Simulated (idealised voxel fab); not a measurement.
process module | voxel gate over fins
cross-section cut | 270 nm wide | cells 5 nm
A cross-section is a grid of square cells, given in bands from the top down. A band is one or more rows of cells.
Each band's line starts with the height of the band's top and of its bottom, in nm. Then come its materials from left to right, each with its width in nm. One material with "throughout" fills the band from edge to edge. "air" is empty space.
Height 0 is the level under which the wafer as received is all one material. The lowest band goes on downwards, as in "0 down".
A width such as "30 to 40" changes by the same amount from each row of cells to the next, from the band's top row to its bottom row.
"no change" after a step means that no cell of the cross-section changed.
closed voids: empty space of 8 cells or more with no open way to the top, each as width x height at its distance from the left edge, in nm
after a step's settings: what the simulator itself notes on the step
overlay nm, on a step with a mask: how far to the right of its planned place the mask lay; to the left if negative
plan
1 op RECEIVE | material Si
2 op CONFORMAL_DEP | material SiN | thk nm 10
3 op DIRECTIONAL_DEP | material aC | thk nm 15
4 op PATTERN | tone cover | mask id FINS | material resist | width nm 15 | pitch nm 45 | thk nm 30 | overlay nm 0
5 op DIRECTIONAL_ETCH | etch materials aC | depth nm 15
6 op STRIP | etch materials resist
7 op DIRECTIONAL_ETCH | etch materials SiN | depth nm 10
8 op DIRECTIONAL_ETCH | etch materials Si | depth nm 30
9 op STRIP | etch materials aC
10 op FILL_DEP | material SiO2 | thk nm 10
11 op CMP | height nm 10
12 op SELECTIVE_ETCH | etch materials SiO2 | depth nm 25
13 op STRIP | etch materials SiN
14 op CONFORMAL_DEP | material HfO2 | thk nm 5
15 op CONFORMAL_DEP | material TiN | thk nm 5
16 op FILL_DEP | material W | thk nm 10
17 op CMP | height nm 15
18 op CONFORMAL_DEP | material SiCN | thk nm 10
first wafer, as planned
as received, after step 1
  0 down: Si throughout
  closed voids: none
after step 2
  10 to 0: SiN throughout
  below 0: unchanged
after step 3
  25 to 10: aC throughout
  below 10: unchanged
after step 4
  55 to 25: air 60 | resist 15 | air 30 | resist 15 | air 30 | resist 15 | air 30 | resist 15 | air 60
  below 25: unchanged
after step 5
  40 to 25: air 60 | resist 15 | air 30 | resist 15 | air 30 | resist 15 | air 30 | resist 15 | air 60
  25 to 10: air 60 | aC 15 | air 30 | aC 15 | air 30 | aC 15 | air 30 | aC 15 | air 60
  below 10: unchanged
after step 6
  25 to 10: air 60 | aC 15 | air 30 | aC 15 | air 30 | aC 15 | air 30 | aC 15 | air 60
  below 10: unchanged
after step 7
  25 to 10: air 60 | aC 15 | air 30 | aC 15 | air 30 | aC 15 | air 30 | aC 15 | air 60
  10 to 0: air 60 | SiN 15 | air 30 | SiN 15 | air 30 | SiN 15 | air 30 | SiN 15 | air 60
  below 0: unchanged
after step 8
  25 to 10: air 60 | aC 15 | air 30 | aC 15 | air 30 | aC 15 | air 30 | aC 15 | air 60
  10 to 0: air 60 | SiN 15 | air 30 | SiN 15 | air 30 | SiN 15 | air 30 | SiN 15 | air 60
  0 to -30: air 60 | Si 15 | air 30 | Si 15 | air 30 | Si 15 | air 30 | Si 15 | air 60
  below -30: unchanged
after step 9
  10 to 0: air 60 | SiN 15 | air 30 | SiN 15 | air 30 | SiN 15 | air 30 | SiN 15 | air 60
  below 0: unchanged
after step 10
  20 to 10: SiO2 throughout
  10 to 0: SiO2 60 | SiN 15 | SiO2 30 | SiN 15 | SiO2 30 | SiN 15 | SiO2 30 | SiN 15 | SiO2 60
  0 to -30: SiO2 60 | Si 15 | SiO2 30 | Si 15 | SiO2 30 | Si 15 | SiO2 30 | Si 15 | SiO2 60
  below -30: unchanged
after step 11
  10 to 0: SiO2 60 | SiN 15 | SiO2 30 | SiN 15 | SiO2 30 | SiN 15 | SiO2 30 | SiN 15 | SiO2 60
  below 0: unchanged
after step 12
  10 to 0: air 60 | SiN 15 | air 30 | SiN 15 | air 30 | SiN 15 | air 30 | SiN 15 | air 60
  0 to -15: air 60 | Si 15 | air 30 | Si 15 | air 30 | Si 15 | air 30 | Si 15 | air 60
  below -15: unchanged
after step 13
  0 to -15: air 60 | Si 15 | air 30 | Si 15 | air 30 | Si 15 | air 30 | Si 15 | air 60
  below -15: unchanged
after step 14
  5 to 0: air 55 | HfO2 25 | air 20 | HfO2 25 | air 20 | HfO2 25 | air 20 | HfO2 25 | air 55
  0 to -10: air 55 | HfO2 5 | Si 15 | HfO2 5 | air 20 | HfO2 5 | Si 15 | HfO2 5 | air 20 | HfO2 5 | Si 15 | HfO2 5 | air 20 | HfO2 5 | Si 15 | HfO2 5 | air 55
  -10 to -15: HfO2 60 | Si 15 | HfO2 30 | Si 15 | HfO2 30 | Si 15 | HfO2 30 | Si 15 | HfO2 60
  below -15: unchanged
after step 15
  10 to 5: air 50 | TiN 35 | air 10 | TiN 35 | air 10 | TiN 35 | air 10 | TiN 35 | air 50
  5 to 0: air 50 | TiN 5 | HfO2 25 | TiN 5 | air 10 | TiN 5 | HfO2 25 | TiN 5 | air 10 | TiN 5 | HfO2 25 | TiN 5 | air 10 | TiN 5 | HfO2 25 | TiN 5 | air 50
  0 to -5: air 50 | TiN 5 | HfO2 5 | Si 15 | HfO2 5 | TiN 5 | air 10 | TiN 5 | HfO2 5 | Si 15 | HfO2 5 | TiN 5 | air 10 | TiN 5 | HfO2 5 | Si 15 | HfO2 5 | TiN 5 | air 10 | TiN 5 | HfO2 5 | Si 15 | HfO2 5 | TiN 5 | air 50
  -5 to -10: TiN 55 | HfO2 5 | Si 15 | HfO2 5 | TiN 20 | HfO2 5 | Si 15 | HfO2 5 | TiN 20 | HfO2 5 | Si 15 | HfO2 5 | TiN 20 | HfO2 5 | Si 15 | HfO2 5 | TiN 55
  below -10: unchanged
after step 16
  20 to 10: W throughout
  10 to 5: W 50 | TiN 35 | W 10 | TiN 35 | W 10 | TiN 35 | W 10 | TiN 35 | W 50
  5 to 0: W 50 | TiN 5 | HfO2 25 | TiN 5 | W 10 | TiN 5 | HfO2 25 | TiN 5 | W 10 | TiN 5 | HfO2 25 | TiN 5 | W 10 | TiN 5 | HfO2 25 | TiN 5 | W 50
  0 to -5: W 50 | TiN 5 | HfO2 5 | Si 15 | HfO2 5 | TiN 5 | W 10 | TiN 5 | HfO2 5 | Si 15 | HfO2 5 | TiN 5 | W 10 | TiN 5 | HfO2 5 | Si 15 | HfO2 5 | TiN 5 | W 10 | TiN 5 | HfO2 5 | Si 15 | HfO2 5 | TiN 5 | W 50
  below -5: unchanged
after step 17
  15 to 10: W throughout
  below 10: unchanged
after step 18
  25 to 15: SiCN throughout
  below 15: unchanged
second wafer: like start, like plan, one mistake. Through step 13 it matches the first wafer
when step 14 should have ended: no change
when step 15 should have ended
  5 to 0: air 55 | TiN 25 | air 20 | TiN 25 | air 20 | TiN 25 | air 20 | TiN 25 | air 55
  0 to -10: air 55 | TiN 5 | Si 15 | TiN 5 | air 20 | TiN 5 | Si 15 | TiN 5 | air 20 | TiN 5 | Si 15 | TiN 5 | air 20 | TiN 5 | Si 15 | TiN 5 | air 55
  -10 to -15: TiN 60 | Si 15 | TiN 30 | Si 15 | TiN 30 | Si 15 | TiN 30 | Si 15 | TiN 60
  below -15: unchanged
when step 16 should have ended
  15 to 5: W throughout
  5 to 0: W 55 | TiN 25 | W 20 | TiN 25 | W 20 | TiN 25 | W 20 | TiN 25 | W 55
  0 to -10: W 55 | TiN 5 | Si 15 | TiN 5 | W 20 | TiN 5 | Si 15 | TiN 5 | W 20 | TiN 5 | Si 15 | TiN 5 | W 20 | TiN 5 | Si 15 | TiN 5 | W 55
  below -10: unchanged
when step 17 should have ended: no change
when step 18 should have ended
  25 to 15: SiCN throughout
  below 15: unchanged
what went wrong: step 14 was left out
at the end the second wafer has, in cells: 78 fewer of HfO2 | 78 more of W
